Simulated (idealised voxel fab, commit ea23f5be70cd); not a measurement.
process module | voxel tone inversion
cross-section cut | 200 nm wide | cells 5 nm
A cross-section is a grid of square cells, given in bands from the top down. A band is one or more rows of cells.
Each band's line starts with the height of the band's top and of its bottom, in nm. Then come its materials from left to right, each with its width in nm. One material with "throughout" fills the band from edge to edge. "air" is empty space.
Height 0 is the level under which the wafer as received is all one material. The lowest band goes on downwards, as in "0 down".
A width such as "30 to 40" changes by the same amount from each row of cells to the next, from the band's top row to its bottom row.
"no change" after a step means that no cell of the cross-section changed.
closed voids: empty space of 8 cells or more with no open way to the top, each as width x height at its distance from the left edge, in nm
after a step's settings: what the simulator itself notes on the step
overlay nm, on a step with a mask: how far to the right of its planned place the mask lay; to the left if negative
plan
1 op RECEIVE | material Si
2 op CONFORMAL_DEP | material SiN | thk nm 10
3 op DIRECTIONAL_DEP | material aC | thk nm 15
4 op PATTERN | tone cover | mask id POSTS | material resist | width nm 15 | pitch nm 35 | thk nm 20 | overlay nm 0
5 op DIRECTIONAL_ETCH | etch materials aC | depth nm 15
6 op STRIP | etch materials resist
7 op FILL_DEP | material SiO2 | thk nm 10
8 op CMP | height nm 25
9 op STRIP | etch materials aC
first wafer, as planned
as received, after step 1
  0 down: Si throughout
  closed voids: none
after step 2
  10 to 0: SiN throughout
  below 0: unchanged
after step 3
  25 to 10: aC throughout
  below 10: unchanged
after step 4
  45 to 25: air 55 | resist 15 | air 20 | resist 15 | air 20 | resist 15 | air 60
  below 25: unchanged
after step 5
  30 to 25: air 55 | resist 15 | air 20 | resist 15 | air 20 | resist 15 | air 60
  25 to 10: air 55 | aC 15 | air 20 | aC 15 | air 20 | aC 15 | air 60
  below 10: unchanged
after step 6
  25 to 10: air 55 | aC 15 | air 20 | aC 15 | air 20 | aC 15 | air 60
  below 10: unchanged
after step 7
  35 to 25: SiO2 throughout
  25 to 10: SiO2 55 | aC 15 | SiO2 20 | aC 15 | SiO2 20 | aC 15 | SiO2 60
  below 10: unchanged
after step 8
  25 to 10: SiO2 55 | aC 15 | SiO2 20 | aC 15 | SiO2 20 | aC 15 | SiO2 60
  below 10: unchanged
after step 9
  25 to 10: SiO2 55 | air 15 | SiO2 20 | air 15 | SiO2 20 | air 15 | SiO2 60
  below 10: unchanged
second wafer: like start, like plan, one mistake. Through step 5 it matches the first wafer
when step 6 should have ended
  25 to 10: air 55 | aC 15 | air 20 | aC 15 | air 20 | aC 15 | air 60
  below 10: unchanged
when step 7 should have ended
  35 to 25: SiO2 throughout
  25 to 10: SiO2 55 | aC 15 | SiO2 20 | aC 15 | SiO2 20 | aC 15 | SiO2 60
  below 10: unchanged
when step 8 should have ended
  25 to 10: SiO2 55 | aC 15 | SiO2 20 | aC 15 | SiO2 20 | aC 15 | SiO2 60
  below 10: unchanged
when step 9 should have ended
  25 to 10: SiO2 55 | air 15 | SiO2 20 | air 15 | SiO2 20 | air 15 | SiO2 60
  below 10: unchanged
what went wrong: step 6 was run twice
at the end the two cross-sections are the same: no effect in what this model computes
